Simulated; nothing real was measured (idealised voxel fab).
Process module name: voxel ribs on slabs
We display cut, a cross-section 190 nm in width whose square cells are each 5 nm.
Cross-section spec: square-cell grid; bands listed top down; each band is one or more rows. What a band's entry tells you: where the top is and where the bottom is, as heights in nm, and after that what lies inside, material by material from left to right, each with its width in nm. Empty space is written as the word "air", and a single material marked with the word "throughout" occupies the band from edge to edge. Height 0 is the level under which the wafer as received is all one material. The lowest band goes on downwards, as in "top 0, no bottom". Read "30->40" as a graded width: first number on top, second number at the bottom, same change between each pair of neighbouring rows. Key: "left unchanged" - step with no changed cell in the cross-section. Each empty space that has no open way to the top and spans at least 8 cells appears under "Enclosed cavity list" as width x height at distance, the distance counted from the left edge, all in nm. If you see something after the settings on a step's line, that's the simulator's own remark about that step. overlay nm: on a step with a mask, how far right of its planned place the mask lay; negative means left.

### The process steps that were planned are listed below
| 1 | RECEIVE, material Si |
| 2 | DIRECTIONAL_DEP, material SiO2, thk nm 25 |
| 3 | DIRECTIONAL_DEP, material SiN, thk nm 15 |
| 4 | PATTERN, tone cover, mask id RIB, material resist, width nm 25, thk nm 20, overlay nm 0 |
| 5 | DIRECTIONAL_ETCH, etch materials SiN, depth nm 10 |
| 6 | STRIP, etch materials resist |
| 7 | MASKED_ETCH, tone cover, mask id SLAB, width nm 75, etch materials SiN, depth nm 5, overlay nm 0 |
| 8 | FILL_DEP, material SiO2, thk nm 15 |
| 9 | CMP, height nm 50 |
| 10 | DIRECTIONAL_DEP, material W, thk nm 5 |
| 11 | PATTERN, tone cover, mask id HEATER, material resist, width nm 25, thk nm 20, overlay nm 0 |
| 12 | DIRECTIONAL_ETCH, etch materials W, depth nm 5 |
| 13 | STRIP, etch materials resist |
| 14 | CONFORMAL_DEP, material SiN, thk nm 10 |
Don't read the plan's width nm for step 11 as applying to every wafer: that's the first wafer's value, and the wafers differ in it, though they all start identical.

### First wafer of several, as received: cross-section after step 1
> top 0, no bottom = Si throughout
> Enclosed cavity list: none

### The cross-section of the first of several wafers is given below for the end of the module, after its final step, step 14
> top 65, bottom 60 = air 70 | SiN 45 | air 75
> top 60, bottom 55 = SiN throughout
> top 55, bottom 50 = SiN 80 | W 25 | SiN 85
> top 50, bottom 40 = SiO2 throughout
> top 40, bottom 30 = SiO2 80 | SiN 25 | SiO2 85
> top 30, bottom 25 = SiO2 55 | SiN 75 | SiO2 60
> top 25, bottom 0 = SiO2 throughout
> top 0, no bottom = Si throughout
> Enclosed cavity list: none

### Here we cross-sectioned the last of the wafers once the module was done
> top 65, bottom 60 = air 60 | SiN 70 | air 60
> top 60, bottom 55 = SiN throughout
> top 55, bottom 50 = SiN 70 | W 50 | SiN 70
> top 50, bottom 40 = SiO2 throughout
> top 40, bottom 30 = SiO2 80 | SiN 25 | SiO2 85
> top 30, bottom 25 = SiO2 55 | SiN 75 | SiO2 60
> top 25, bottom 0 = SiO2 throughout
> top 0, no bottom = Si throughout
> Enclosed cavity list: none

### Below, a row for every wafer. Read it as the end-of-module picture: for each material the wafer shows its cells gained (+) or lost (-) since it was received, and then its closed voids
width nm 25; +105 SiN; +355 SiO2; +5 W; Enclosed cavity list: none
width nm 30; +105 SiN; +355 SiO2; +6 W; Enclosed cavity list: none
width nm 35; +105 SiN; +355 SiO2; +7 W; Enclosed cavity list: none
width nm 40; +105 SiN; +355 SiO2; +8 W; Enclosed cavity list: none
width nm 45; +105 SiN; +355 SiO2; +9 W; Enclosed cavity list: none
width nm 50; +105 SiN; +355 SiO2; +10 W; Enclosed cavity list: none
